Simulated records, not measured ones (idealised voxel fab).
process module | voxel self aligned vias
cross-section cut | 210 nm wide | cells 5 nm
A cross-section is a grid of square cells, given in bands from the top down. A band is one or more rows of cells.
Each band's line starts with the height of the band's top and of its bottom, in nm. Then come its materials from left to right, each with its width in nm. One material with "throughout" fills the band from edge to edge. "air" is empty space.
Height 0 is the level under which the wafer as received is all one material. The lowest band goes on downwards, as in "0 down".
A width such as "30 to 40" changes by the same amount from each row of cells to the next, from the band's top row to its bottom row.
"no change" after a step means that no cell of the cross-section changed.
closed voids: empty space of 8 cells or more with no open way to the top, each as width x height at its distance from the left edge, in nm
after a step's settings: what the simulator itself notes on the step
overlay nm, on a step with a mask: how far to the right of its planned place the mask lay; to the left if negative
plan
1 op RECEIVE | material Si
2 op CONFORMAL_DEP | material SiO2 | thk nm 10
3 op CONFORMAL_DEP | material SiCN | thk nm 5
4 op DIRECTIONAL_DEP | material SiO2 | thk nm 30
5 op MASKED_ETCH | tone open | mask id LINES | width nm 20 | pitch nm 60 | etch materials SiO2 | depth nm 30 | overlay nm 0
6 op CONFORMAL_DEP | material TiN | thk nm 5
7 op FILL_DEP | material W | thk nm 5
8 op CMP | height nm 45
9 op SELECTIVE_ETCH | etch materials W Ru TiN | depth nm 5
10 op FILL_DEP | material SiN | thk nm 10
11 op CMP | height nm 45
12 op DIRECTIONAL_DEP | material SiO2 | thk nm 15
13 op PATTERN | tone open | mask id VIAS | material resist | width nm 30 | thk nm 20 | overlay nm 0
14 op DIRECTIONAL_ETCH | etch materials SiO2 | depth nm 15
15 op DIRECTIONAL_ETCH | etch materials SiN | depth nm 5
16 op STRIP | etch materials resist
17 op CONFORMAL_DEP | material TiN | thk nm 5
18 op FILL_DEP | material Ru | thk nm 5
19 op CMP | height nm 60
20 op CONFORMAL_DEP | material SiN | thk nm 5
as received, after step 1
  0 down: Si throughout
  closed voids: none
a wafer at the end: this start, this plan, one mistake
  65 to 60: SiN throughout
  60 to 50: SiO2 60 | TiN 5 | Ru 20 | TiN 5 | SiO2 120
  50 to 45: SiO2 60 | TiN 20 | Ru 5 | TiN 5 | SiO2 120
  45 to 40: SiO2 75 | TiN 15 | SiN 5 | SiO2 40 | SiN 20 | SiO2 55
  40 to 20: SiO2 75 | TiN 5 | W 10 | TiN 5 | SiO2 40 | TiN 5 | W 10 | TiN 5 | SiO2 55
  20 to 15: SiO2 75 | TiN 20 | SiO2 40 | TiN 20 | SiO2 55
  15 to 10: SiCN throughout
  10 to 0: SiO2 throughout
  0 down: Si throughout
  closed voids: none
what went wrong: step 5 ran as: op MASKED_ETCH | tone open | mask id LINES | width nm 20 | pitch nm 60 | etch materials SiO2 | depth nm 30 | overlay nm 10
